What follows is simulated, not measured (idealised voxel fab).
Process module name: voxel gate over fins
Displayed cross-section: cut, width of 245 nm, square cells sized 5 nm.
Cross-section = grid of square cells, listed top down in bands; band = one or more rows.
Heights first: top, then bottom, in nm. Then materials, left to right, each with a width in nm. "edge to edge" on a single material: fills the band edge to edge. "blank": empty space.
Heads up on the height convention: 0 is the point under which the incoming wafer is all one material, and the lowest band has no bottom, it just keeps going down, like "from 0 down".
Width: "30..40" (first number = top row, second number = bottom row, same change from row to row of cells).
Key: "no alterations made" - step with no changed cell in the cross-section.
So "Closed cavity list" is basically the list of trapped voids: any empty space of 8 cells or more that can't reach the top through an opening. They're written width x height at distance, the distance being from the left edge, and it's all nm.
It should be noted that, on the line of a given step, the content following the step's settings is a remark produced by the simulator itself with respect to that step.
overlay nm: how far to the right of its planned place the mask lay on this masked step (negative: to the left).

Planned step list for the process
step 1: RECEIVE with material Si
step 2: CONFORMAL_DEP with material SiN, thk nm 5
step 3: PATTERN with tone cover, mask id FINS, material resist, width nm 15, pitch nm 35, thk nm 20, overlay nm 0
step 4: DIRECTIONAL_ETCH with etch materials SiN, depth nm 5
step 5: DIRECTIONAL_ETCH with etch materials Si, depth nm 30
step 6: STRIP with etch materials resist
step 7: FILL_DEP with material SiO2, thk nm 10
step 8: CMP with height nm 5
step 9: SELECTIVE_ETCH with etch materials SiO2, depth nm 20
step 10: STRIP with etch materials SiN
step 11: CONFORMAL_DEP with material HfO2, thk nm 5
step 12: CONFORMAL_DEP with material TiN, thk nm 5
step 13: CONFORMAL_DEP with material TiAl, thk nm 5
step 14: CONFORMAL_DEP with material TiN, thk nm 5
step 15: FILL_DEP with material W, thk nm 15
step 16: CMP with height nm 30
step 17: CONFORMAL_DEP with material SiCN, thk nm 5

Wafer cross-section on receipt, i.e. after step 1
  from 0 down  Si edge to edge
  Closed cavity list: none

Below is the wafer in cross-section after the module was completed. It began from the starting point shown above and followed the plan shown above, except that one mistake was made while running it
  from 35 to 30  SiCN edge to edge
  from 30 to 20  W edge to edge
  from 20 to 15  W (75)  TiAl (90)  W (80)
  from 15 to 5  W (75)  TiAl (5)  TiN (80)  TiAl (5)  W (80)
  from 5 to 0  TiAl (80)  TiN (10)  HfO2 (25)  TiN (10)  HfO2 (25)  TiN (10)  TiAl (85)
  from 0 to -10  TiN (90)  HfO2 (5)  Si (15)  HfO2 (5)  TiN (10)  HfO2 (5)  Si (15)  HfO2 (5)  TiN (95)
  from -10 to -15  HfO2 (95)  Si (15)  HfO2 (20)  Si (15)  HfO2 (100)
  from -15 to -30  SiO2 (95)  Si (15)  SiO2 (20)  Si (15)  SiO2 (100)
  from -30 down  Si edge to edge
  Closed cavity list: none
Processing error: sequence error: steps 13 and 14 interchanged
